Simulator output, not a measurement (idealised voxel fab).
This is a process module. Its name is voxel self aligned vias.
Pictured: cross-section cut, 225 nm wide, on a grid of 5 nm square cells.
Square cells in a grid make up a cross-section in this document, and the grid is given as bands, listed from the top down, each one or more rows of cells. First you get the band's top height and its bottom height, in nm, and then the materials it's made of, left to right, with each width in nm. If you see a single material with "full width", that one covers the band edge to edge. "blank" is empty space. Measure heights from 0. That's the level where, below it, the as-received wafer is all one material. The lowest band is bottomless and extends downward; write it as in "z 0 and below". Width: "30 to 40" (first number = top row, second number = bottom row, same change from row to row of cells). Take "remains unaltered" at face value: in the step it is given for, the cross-section changed in none of its cells. "Closed void list" lists enclosed empty spaces (at least 8 cells, no open path upward to the top), each as width x height at distance from the left edge, in nm. Past the settings on a step's line: simulator remark, on that step. "overlay nm" on a masked step: distance the mask lay right of its planned place, negative for left.
So here's the lineup of process steps we planned:
- 1: RECEIVE | material Si
- 2: CONFORMAL_DEP | material SiO2 | thk nm 10
- 3: CONFORMAL_DEP | material SiCN | thk nm 5
- 4: DIRECTIONAL_DEP | material SiO2 | thk nm 20
- 5: PATTERN | tone open | mask id LINES | material resist | width nm 25 | pitch nm 60 | thk nm 15 | overlay nm 0
- 6: DIRECTIONAL_ETCH | etch materials SiO2 | depth nm 20
- 7: STRIP | etch materials resist
- 8: CONFORMAL_DEP | material TiN | thk nm 5
- 9: FILL_DEP | material Ru | thk nm 5
- 10: CMP | height nm 35
- 11: SELECTIVE_ETCH | etch materials W Ru TiN | depth nm 10
- 12: FILL_DEP | material SiN | thk nm 5
- 13: CMP | height nm 35
- 14: DIRECTIONAL_DEP | material SiO2 | thk nm 15
- 15: MASKED_ETCH | tone open | mask id VIAS | width nm 45 | pitch nm 120 | etch materials SiO2 | depth nm 15 | overlay nm 0
- 16: MASKED_ETCH | tone open | mask id VIAS | width nm 45 | pitch nm 120 | etch materials SiN | depth nm 10 | overlay nm 0
- 17: CONFORMAL_DEP | material TiN | thk nm 5
- 18: FILL_DEP | material Cu | thk nm 5
- 19: CMP | height nm 50
- 20: CONFORMAL_DEP | material SiN | thk nm 5
First wafer of two (run as planned):
Cross-section of the wafer as it came to us, i.e., already through step 1:
> z 0 and below = Si full width
> Closed void list: none
Wafer section view after processing step 2:
> z 10 to 0 = SiO2 full width
> Beneath the level 0, the cross-section is identical to its previous state.
Wafer section view after processing step 3:
> z 15 to 10 = SiCN full width
> Beneath the level 10, the cross-section is identical to its previous state.
Wafer section view after processing step 4:
> z 35 to 15 = SiO2 full width
> Beneath the level 15, the cross-section is identical to its previous state.
Wafer section view after processing step 5:
> z 50 to 35 = resist=40, then blank=25, then resist=35, then blank=25, then resist=35, then blank=25, then resist=40
> Beneath the level 35, the cross-section is identical to its previous state.
Wafer section view after processing step 6:
> z 50 to 35 = resist=40, then blank=25, then resist=35, then blank=25, then resist=35, then blank=25, then resist=40
> z 35 to 15 = SiO2=40, then blank=25, then SiO2=35, then blank=25, then SiO2=35, then blank=25, then SiO2=40
> Beneath the level 15, the cross-section is identical to its previous state.
Wafer section view after processing step 7:
> z 35 to 15 = SiO2=40, then blank=25, then SiO2=35, then blank=25, then SiO2=35, then blank=25, then SiO2=40
> Beneath the level 15, the cross-section is identical to its previous state.
Wafer section view after processing step 8:
> z 40 to 35 = TiN=45, then blank=15, then TiN=45, then blank=15, then TiN=45, then blank=15, then TiN=45
> z 35 to 20 = SiO2=40, then TiN=5, then blank=15, then TiN=5, then SiO2=35, then TiN=5, then blank=15, then TiN=5, then SiO2=35, then TiN=5, then blank=15, then TiN=5, then SiO2=40
> z 20 to 15 = SiO2=40, then TiN=25, then SiO2=35, then TiN=25, then SiO2=35, then TiN=25, then SiO2=40
> Beneath the level 15, the cross-section is identical to its previous state.
Wafer section view after processing step 9:
> z 45 to 40 = Ru full width
> z 40 to 35 = TiN=45, then Ru=15, then TiN=45, then Ru=15, then TiN=45, then Ru=15, then TiN=45
> z 35 to 20 = SiO2=40, then TiN=5, then Ru=15, then TiN=5, then SiO2=35, then TiN=5, then Ru=15, then TiN=5, then SiO2=35, then TiN=5, then Ru=15, then TiN=5, then SiO2=40
> Beneath the level 20, the cross-section is identical to its previous state.
Wafer section view after processing step 10:
> z 35 to 20 = SiO2=40, then TiN=5, then Ru=15, then TiN=5, then SiO2=35, then TiN=5, then Ru=15, then TiN=5, then SiO2=35, then TiN=5, then Ru=15, then TiN=5, then SiO2=40
> Beneath the level 20, the cross-section is identical to its previous state.
Wafer section view after processing step 11:
> z 35 to 25 = SiO2=40, then blank=25, then SiO2=35, then blank=25, then SiO2=35, then blank=25, then SiO2=40
> Beneath the level 25, the cross-section is identical to its previous state.
Wafer section view after processing step 12:
> z 40 to 35 = SiN full width
> z 35 to 25 = SiO2=40, then SiN=25, then SiO2=35, then SiN=25, then SiO2=35, then SiN=25, then SiO2=40
> Beneath the level 25, the cross-section is identical to its previous state.
Wafer section view after processing step 13:
> z 35 to 25 = SiO2=40, then SiN=25, then SiO2=35, then SiN=25, then SiO2=35, then SiN=25, then SiO2=40
> Beneath the level 25, the cross-section is identical to its previous state.
Wafer section view after processing step 14:
> z 50 to 35 = SiO2 full width
> Beneath the level 35, the cross-section is identical to its previous state.
Wafer section view after processing step 15:
> z 50 to 35 = SiO2=30, then blank=45, then SiO2=75, then blank=45, then SiO2=30
> Beneath the level 35, the cross-section is identical to its previous state.
Wafer section view after processing step 16:
> z 50 to 35 = SiO2=30, then blank=45, then SiO2=75, then blank=45, then SiO2=30
> z 35 to 25 = SiO2=40, then blank=25, then SiO2=35, then SiN=25, then SiO2=35, then blank=25, then SiO2=40
> Beneath the level 25, the cross-section is identical to its previous state.
Wafer section view after processing step 17:
> z 55 to 50 = TiN=35, then blank=35, then TiN=85, then blank=35, then TiN=35
> z 50 to 40 = SiO2=30, then TiN=5, then blank=35, then TiN=5, then SiO2=75, then TiN=5, then blank=35, then TiN=5, then SiO2=30
> z 40 to 35 = SiO2=30, then TiN=15, then blank=15, then TiN=15, then SiO2=75, then TiN=15, then blank=15, then TiN=15, then SiO2=30
> z 35 to 30 = SiO2=40, then TiN=5, then blank=15, then TiN=5, then SiO2=35, then SiN=25, then SiO2=35, then TiN=5, then blank=15, then TiN=5, then SiO2=40
> z 30 to 25 = SiO2=40, then TiN=25, then SiO2=35, then SiN=25, then SiO2=35, then TiN=25, then SiO2=40
> Beneath the level 25, the cross-section is identical to its previous state.
Wafer section view after processing step 18:
> z 60 to 55 = Cu full width
> z 55 to 50 = TiN=35, then Cu=35, then TiN=85, then Cu=35, then TiN=35
> z 50 to 40 = SiO2=30, then TiN=5, then Cu=35, then TiN=5, then SiO2=75, then TiN=5, then Cu=35, then TiN=5, then SiO2=30
> z 40 to 35 = SiO2=30, then TiN=15, then Cu=15, then TiN=15, then SiO2=75, then TiN=15, then Cu=15, then TiN=15, then SiO2=30
> z 35 to 30 = SiO2=40, then TiN=5, then Cu=15, then TiN=5, then SiO2=35, then SiN=25, then SiO2=35, then TiN=5, then Cu=15, then TiN=5, then SiO2=40
> Beneath the level 30, the cross-section is identical to its previous state.
Wafer section view after processing step 19:
> z 50 to 40 = SiO2=30, then TiN=5, then Cu=35, then TiN=5, then SiO2=75, then TiN=5, then Cu=35, then TiN=5, then SiO2=30
> Beneath the level 40, the cross-section is identical to its previous state.
Wafer section view after processing step 20:
> z 55 to 50 = SiN full width
> Beneath the level 50, the cross-section is identical to its previous state.
Now the other wafer: same start, same recipe, but we messed up one thing when running it. Up to and including step 1 it's the same as the first one:
Second wafer, section view, time point: scheduled end of step 2:
> z 5 to 0 = SiCN full width
> Beneath the level 0, the cross-section is identical to its previous state.
Second wafer, section view, time point: scheduled end of step 3:
> z 15 to 5 = SiO2 full width
> Beneath the level 5, the cross-section is identical to its previous state.
Second wafer, section view, time point: scheduled end of step 4:
> z 35 to 5 = SiO2 full width
> Beneath the level 5, the cross-section is identical to its previous state.
Second wafer, section view, time point: scheduled end of step 5:
> z 50 to 35 = resist=40, then blank=25, then resist=35, then blank=25, then resist=35, then blank=25, then resist=40
> Beneath the level 35, the cross-section is identical to its previous state.
Second wafer, section view, time point: scheduled end of step 6:
> z 50 to 35 = resist=40, then blank=25, then resist=35, then blank=25, then resist=35, then blank=25, then resist=40
> z 35 to 15 = SiO2=40, then blank=25, then SiO2=35, then blank=25, then SiO2=35, then blank=25, then SiO2=40
> Beneath the level 15, the cross-section is identical to its previous state.
Second wafer, section view, time point: scheduled end of step 7:
> z 35 to 15 = SiO2=40, then blank=25, then SiO2=35, then blank=25, then SiO2=35, then blank=25, then SiO2=40
> Beneath the level 15, the cross-section is identical to its previous state.
Second wafer, section view, time point: scheduled end of step 8:
> z 40 to 35 = TiN=45, then blank=15, then TiN=45, then blank=15, then TiN=45, then blank=15, then TiN=45
> z 35 to 20 = SiO2=40, then TiN=5, then blank=15, then TiN=5, then SiO2=35, then TiN=5, then blank=15, then TiN=5, then SiO2=35, then TiN=5, then blank=15, then TiN=5, then SiO2=40
> z 20 to 15 = SiO2=40, then TiN=25, then SiO2=35, then TiN=25, then SiO2=35, then TiN=25, then SiO2=40
> Beneath the level 15, the cross-section is identical to its previous state.
Second wafer, section view, time point: scheduled end of step 9:
> z 45 to 40 = Ru full width
> z 40 to 35 = TiN=45, then Ru=15, then TiN=45, then Ru=15, then TiN=45, then Ru=15, then TiN=45
> z 35 to 20 = SiO2=40, then TiN=5, then Ru=15, then TiN=5, then SiO2=35, then TiN=5, then Ru=15, then TiN=5, then SiO2=35, then TiN=5, then Ru=15, then TiN=5, then SiO2=40
> Beneath the level 20, the cross-section is identical to its previous state.
Second wafer, section view, time point: scheduled end of step 10:
> z 35 to 20 = SiO2=40, then TiN=5, then Ru=15, then TiN=5, then SiO2=35, then TiN=5, then Ru=15, then TiN=5, then SiO2=35, then TiN=5, then Ru=15, then TiN=5, then SiO2=40
> Beneath the level 20, the cross-section is identical to its previous state.
Second wafer, section view, time point: scheduled end of step 11:
> z 35 to 25 = SiO2=40, then blank=25, then SiO2=35, then blank=25, then SiO2=35, then blank=25, then SiO2=40
> Beneath the level 25, the cross-section is identical to its previous state.
Second wafer, section view, time point: scheduled end of step 12:
> z 40 to 35 = SiN full width
> z 35 to 25 = SiO2=40, then SiN=25, then SiO2=35, then SiN=25, then SiO2=35, then SiN=25, then SiO2=40
> Beneath the level 25, the cross-section is identical to its previous state.
Second wafer, section view, time point: scheduled end of step 13:
> z 35 to 25 = SiO2=40, then SiN=25, then SiO2=35, then SiN=25, then SiO2=35, then SiN=25, then SiO2=40
> Beneath the level 25, the cross-section is identical to its previous state.
Second wafer, section view, time point: scheduled end of step 14:
> z 50 to 35 = SiO2 full width
> Beneath the level 35, the cross-section is identical to its previous state.
Second wafer, section view, time point: scheduled end of step 15:
> z 50 to 35 = SiO2=30, then blank=45, then SiO2=75, then blank=45, then SiO2=30
> Beneath the level 35, the cross-section is identical to its previous state.
Second wafer, section view, time point: scheduled end of step 16:
> z 50 to 35 = SiO2=30, then blank=45, then SiO2=75, then blank=45, then SiO2=30
> z 35 to 25 = SiO2=40, then blank=25, then SiO2=35, then SiN=25, then SiO2=35, then blank=25, then SiO2=40
> Beneath the level 25, the cross-section is identical to its previous state.
Second wafer, section view, time point: scheduled end of step 17:
> z 55 to 50 = TiN=35, then blank=35, then TiN=85, then blank=35, then TiN=35
> z 50 to 40 = SiO2=30, then TiN=5, then blank=35, then TiN=5, then SiO2=75, then TiN=5, then blank=35, then TiN=5, then SiO2=30
> z 40 to 35 = SiO2=30, then TiN=15, then blank=15, then TiN=15, then SiO2=75, then TiN=15, then blank=15, then TiN=15, then SiO2=30
> z 35 to 30 = SiO2=40, then TiN=5, then blank=15, then TiN=5, then SiO2=35, then SiN=25, then SiO2=35, then TiN=5, then blank=15, then TiN=5, then SiO2=40
> z 30 to 25 = SiO2=40, then TiN=25, then SiO2=35, then SiN=25, then SiO2=35, then TiN=25, then SiO2=40
> Beneath the level 25, the cross-section is identical to its previous state.
Second wafer, section view, time point: scheduled end of step 18:
> z 60 to 55 = Cu full width
> z 55 to 50 = TiN=35, then Cu=35, then TiN=85, then Cu=35, then TiN=35
> z 50 to 40 = SiO2=30, then TiN=5, then Cu=35, then TiN=5, then SiO2=75, then TiN=5, then Cu=35, then TiN=5, then SiO2=30
> z 40 to 35 = SiO2=30, then TiN=15, then Cu=15, then TiN=15, then SiO2=75, then TiN=15, then Cu=15, then TiN=15, then SiO2=30
> z 35 to 30 = SiO2=40, then TiN=5, then Cu=15, then TiN=5, then SiO2=35, then SiN=25, then SiO2=35, then TiN=5, then Cu=15, then TiN=5, then SiO2=40
> Beneath the level 30, the cross-section is identical to its previous state.
Second wafer, section view, time point: scheduled end of step 19:
> z 50 to 40 = SiO2=30, then TiN=5, then Cu=35, then TiN=5, then SiO2=75, then TiN=5, then Cu=35, then TiN=5, then SiO2=30
> Beneath the level 40, the cross-section is identical to its previous state.
Second wafer, section view, time point: scheduled end of step 20:
> z 55 to 50 = SiN full width
> Beneath the level 50, the cross-section is identical to its previous state.
Processing error: plan vs actual: 2 and 3 interchanged
at the end the second wafer has, in cells: as many of each material as the first, in other places
